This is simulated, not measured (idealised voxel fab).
process module | voxel quadruple lines
cross-section cut | 205 nm wide | cells 5 nm
A cross-section is a grid of square cells, given in bands from the top down. A band is one or more rows of cells.
Each band's line starts with the height of the band's top and of its bottom, in nm. Then come its materials from left to right, each with its width in nm. One material with "throughout" fills the band from edge to edge. "air" is empty space.
Height 0 is the level under which the wafer as received is all one material. The lowest band goes on downwards, as in "0 down".
A width such as "30 to 40" changes by the same amount from each row of cells to the next, from the band's top row to its bottom row.
"no change" after a step means that no cell of the cross-section changed.
closed voids: empty space of 8 cells or more with no open way to the top, each as width x height at its distance from the left edge, in nm
after a step's settings: what the simulator itself notes on the step
overlay nm, on a step with a mask: how far to the right of its planned place the mask lay; to the left if negative
plan
1 op RECEIVE | material Si
2 op CONFORMAL_DEP | material SiO2 | thk nm 5
3 op DIRECTIONAL_DEP | material Ru | thk nm 15
4 op DIRECTIONAL_DEP | material polySi | thk nm 15
5 op DIRECTIONAL_DEP | material aC | thk nm 20
6 op PATTERN | tone cover | mask id MANDREL | material resist | width nm 25 | thk nm 25 | overlay nm 0
7 op DIRECTIONAL_ETCH | etch materials aC | depth nm 20
8 op STRIP | etch materials resist
9 op CONFORMAL_DEP | material SiO2 | thk nm 15
10 op DIRECTIONAL_ETCH | etch materials SiO2 | depth nm 15
11 op STRIP | etch materials aC
12 op DIRECTIONAL_ETCH | etch materials polySi | depth nm 15
13 op STRIP | etch materials SiO2
14 op CONFORMAL_DEP | material SiCN | thk nm 5
15 op DIRECTIONAL_ETCH | etch materials SiCN | depth nm 5
16 op STRIP | etch materials polySi
17 op DIRECTIONAL_ETCH | etch materials Ru | depth nm 15
18 op STRIP | etch materials SiCN
19 op FILL_DEP | material lowk | thk nm 5
20 op CMP | height nm 20
first wafer, as planned
as received, after step 1
  0 down: Si throughout
  closed voids: none
after step 2
  5 to 0: SiO2 throughout
  below 0: unchanged
after step 3
  20 to 5: Ru throughout
  below 5: unchanged
after step 4
  35 to 20: polySi throughout
  below 20: unchanged
after step 5
  55 to 35: aC throughout
  below 35: unchanged
after step 6
  80 to 55: air 90 | resist 25 | air 90
  below 55: unchanged
after step 7
  60 to 55: air 90 | resist 25 | air 90
  55 to 35: air 90 | aC 25 | air 90
  below 35: unchanged
after step 8
  55 to 35: air 90 | aC 25 | air 90
  below 35: unchanged
after step 9
  70 to 55: air 75 | SiO2 55 | air 75
  55 to 50: air 75 | SiO2 15 | aC 25 | SiO2 15 | air 75
  50 to 35: SiO2 90 | aC 25 | SiO2 90
  below 35: unchanged
after step 10
  55 to 35: air 75 | SiO2 15 | aC 25 | SiO2 15 | air 75
  below 35: unchanged
after step 11
  55 to 35: air 75 | SiO2 15 | air 25 | SiO2 15 | air 75
  below 35: unchanged
after step 12
  55 to 35: air 75 | SiO2 15 | air 25 | SiO2 15 | air 75
  35 to 20: air 75 | polySi 15 | air 25 | polySi 15 | air 75
  below 20: unchanged
after step 13
  35 to 20: air 75 | polySi 15 | air 25 | polySi 15 | air 75
  below 20: unchanged
after step 14
  40 to 35: air 70 | SiCN 25 | air 15 | SiCN 25 | air 70
  35 to 25: air 70 | SiCN 5 | polySi 15 | SiCN 5 | air 15 | SiCN 5 | polySi 15 | SiCN 5 | air 70
  25 to 20: SiCN 75 | polySi 15 | SiCN 25 | polySi 15 | SiCN 75
  below 20: unchanged
after step 15
  35 to 20: air 70 | SiCN 5 | polySi 15 | SiCN 5 | air 15 | SiCN 5 | polySi 15 | SiCN 5 | air 70
  below 20: unchanged
after step 16
  35 to 20: air 70 | SiCN 5 | air 15 | SiCN 5 | air 15 | SiCN 5 | air 15 | SiCN 5 | air 70
  below 20: unchanged
after step 17
  35 to 20: air 70 | SiCN 5 | air 15 | SiCN 5 | air 15 | SiCN 5 | air 15 | SiCN 5 | air 70
  20 to 5: air 70 | Ru 5 | air 15 | Ru 5 | air 15 | Ru 5 | air 15 | Ru 5 | air 70
  below 5: unchanged
after step 18
  20 to 5: air 70 | Ru 5 | air 15 | Ru 5 | air 15 | Ru 5 | air 15 | Ru 5 | air 70
  below 5: unchanged
after step 19
  25 to 20: lowk throughout
  20 to 5: lowk 70 | Ru 5 | lowk 15 | Ru 5 | lowk 15 | Ru 5 | lowk 15 | Ru 5 | lowk 70
  below 5: unchanged
after step 20
  20 to 5: lowk 70 | Ru 5 | lowk 15 | Ru 5 | lowk 15 | Ru 5 | lowk 15 | Ru 5 | lowk 70
  below 5: unchanged
second wafer: like start, like plan, one mistake. Through step 5 it matches the first wafer
when step 6 should have ended
  80 to 55: resist 90 | air 25 | resist 90
  below 55: unchanged
when step 7 should have ended
  60 to 55: resist 90 | air 25 | resist 90
  55 to 35: aC 90 | air 25 | aC 90
  below 35: unchanged
when step 8 should have ended
  55 to 35: aC 90 | air 25 | aC 90
  below 35: unchanged
when step 9 should have ended
  70 to 55: SiO2 throughout
  55 to 35: aC 90 | SiO2 25 | aC 90
  below 35: unchanged
when step 10 should have ended
  55 to 35: aC 90 | SiO2 25 | aC 90
  below 35: unchanged
when step 11 should have ended
  55 to 35: air 90 | SiO2 25 | air 90
  below 35: unchanged
when step 12 should have ended
  55 to 35: air 90 | SiO2 25 | air 90
  35 to 20: air 90 | polySi 25 | air 90
  below 20: unchanged
when step 13 should have ended
  35 to 20: air 90 | polySi 25 | air 90
  below 20: unchanged
when step 14 should have ended
  40 to 35: air 85 | SiCN 35 | air 85
  35 to 25: air 85 | SiCN 5 | polySi 25 | SiCN 5 | air 85
  25 to 20: SiCN 90 | polySi 25 | SiCN 90
  below 20: unchanged
when step 15 should have ended
  35 to 20: air 85 | SiCN 5 | polySi 25 | SiCN 5 | air 85
  below 20: unchanged
when step 16 should have ended
  35 to 20: air 85 | SiCN 5 | air 25 | SiCN 5 | air 85
  below 20: unchanged
when step 17 should have ended
  35 to 20: air 85 | SiCN 5 | air 25 | SiCN 5 | air 85
  20 to 5: air 85 | Ru 5 | air 25 | Ru 5 | air 85
  below 5: unchanged
when step 18 should have ended
  20 to 5: air 85 | Ru 5 | air 25 | Ru 5 | air 85
  below 5: unchanged
when step 19 should have ended
  25 to 20: lowk throughout
  20 to 5: lowk 85 | Ru 5 | lowk 25 | Ru 5 | lowk 85
  below 5: unchanged
when step 20 should have ended
  20 to 5: lowk 85 | Ru 5 | lowk 25 | Ru 5 | lowk 85
  below 5: unchanged
what went wrong: step 6 ran as: op PATTERN | tone open | mask id MANDREL | material resist | width nm 25 | thk nm 25 | overlay nm 0
at the end the second wafer has, in cells: 6 fewer of Ru | 6 more of lowk
